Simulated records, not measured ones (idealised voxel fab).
Title: Process Module voxel capacitor over wiring
Cross-sectional view cut (width: 285 nm; square cell size: 5 nm).
For the purposes of this document, a cross-section shall be understood as a grid of square cells, specified as bands listed in top-to-bottom order, each band consisting of one or more rows of cells. First you get the band's top height and its bottom height, in nm, and then the materials it's made of, left to right, with each width in nm. If you see a single material with "all across", that one covers the band edge to edge. "blank" is empty space. Below 0: as-received wafer, all one material; heights counted from there. Lowest band: no bottom, goes on down, written "0 and below". So if you see something like "30..40" for the width, read it as the top row of the band sitting at the first number and the bottom row at the second, with every row in between moving by the same amount as the last. The designation "remained unchanged", where it is given for a processing step, indicates that no cell of the cross-section was altered in the course of that step. Closed-off voids of 8+ cells (no open route to the top) go in "Sealed void listing", written width x height at distance from the left edge, in nm. What comes after the settings on a step's line is commentary from the simulator itself on that step. overlay nm: on a step with a mask, how far right of its planned place the mask lay; negative means left.
## Here's what the planned process steps look like
- 1: RECEIVE,material Si
- 2: CONFORMAL_DEP,material SiO2,thk nm 15
- 3: CONFORMAL_DEP,material SiN,thk nm 5
- 4: DIRECTIONAL_DEP,material SiO2,thk nm 20
- 5: MASKED_ETCH,tone open,mask id METAL_1,width nm 25,pitch nm 80,etch materials SiO2,depth nm 20,overlay nm 0
- 6: MASKED_ETCH,tone open,mask id METAL_1,width nm 25,pitch nm 80,etch materials SiN,depth nm 5,overlay nm 0
- 7: CONFORMAL_DEP,material TiN,thk nm 5
- 8: FILL_DEP,material W,thk nm 5
- 9: CMP,height nm 40
- 10: CONFORMAL_DEP,material SiCN,thk nm 5
- 11: DIRECTIONAL_DEP,material SiO2,thk nm 20
- 12: PATTERN,tone open,mask id PLUG_1,material resist,width nm 15,thk nm 20,overlay nm 0
- 13: DIRECTIONAL_ETCH,etch materials SiO2,depth nm 20
- 14: DIRECTIONAL_ETCH,etch materials SiCN,depth nm 5
- 15: STRIP,etch materials resist
- 16: CONFORMAL_DEP,material TiN,thk nm 5
- 17: FILL_DEP,material Ru,thk nm 10
- 18: CMP,height nm 65
- 19: DIRECTIONAL_DEP,material TiN,thk nm 5
- 20: DIRECTIONAL_DEP,material HfO2,thk nm 5
- 21: DIRECTIONAL_DEP,material TiN,thk nm 5
- 22: DIRECTIONAL_DEP,material aC,thk nm 15
- 23: PATTERN,tone cover,mask id UPPER_PLATE,material resist,width nm 60,thk nm 35,overlay nm 0
- 24: DIRECTIONAL_ETCH,etch materials aC,depth nm 15
- 25: STRIP,etch materials resist
- 26: DIRECTIONAL_ETCH,etch materials TiN,depth nm 5
- 27: DIRECTIONAL_ETCH,etch materials HfO2,depth nm 5
- 28: STRIP,etch materials aC
- 29: DIRECTIONAL_DEP,material aC,thk nm 15
- 30: PATTERN,tone cover,mask id LOWER_PLATE,material resist,width nm 70,thk nm 30,overlay nm 0
- 31: DIRECTIONAL_ETCH,etch materials aC,depth nm 15
- 32: STRIP,etch materials resist
- 33: DIRECTIONAL_ETCH,etch materials TiN,depth nm 5
- 34: STRIP,etch materials aC
- 35: FILL_DEP,material SiO2,thk nm 20
- 36: CMP,height nm 95
- 37: PATTERN,tone open,mask id PLUG_2,material resist,width nm 15,thk nm 20,overlay nm 0
- 38: DIRECTIONAL_ETCH,etch materials SiO2,depth nm 15
- 39: STRIP,etch materials resist
- 40: CONFORMAL_DEP,material TiN,thk nm 5
- 41: FILL_DEP,material Cu,thk nm 10
- 42: CMP,height nm 95
- 43: CONFORMAL_DEP,material SiN,thk nm 5
Every wafer here starts from the same state; it is the step 19 thk nm that distinguishes them, and the value the plan gives belongs to the first wafer.
## Received wafers, first of several: cross-section after step 1
	0 and below: Si all across
	Sealed void listing: none
## The following table contains a row per wafer, in which are reported, at the conclusion of the module, the cells of each material gained (+) or lost (-) since the wafer's receipt, with its closed voids given thereafter
thk nm 5; +2 Cu; +12 HfO2; +4 Ru; +54 SiCN; +104 SiN; +870 SiO2; +70 TiN; +24 W; Sealed void listing: none
thk nm 10; +1 Cu; +12 HfO2; +4 Ru; +54 SiCN; +104 SiN; +816 SiO2; +125 TiN; +24 W; Sealed void listing: none
thk nm 15; +12 HfO2; +4 Ru; +54 SiCN; +104 SiN; +762 SiO2; +180 TiN; +24 W; Sealed void listing: none
thk nm 20; +12 HfO2; +4 Ru; +54 SiCN; +104 SiN; +708 SiO2; +234 TiN; +24 W; Sealed void listing: none
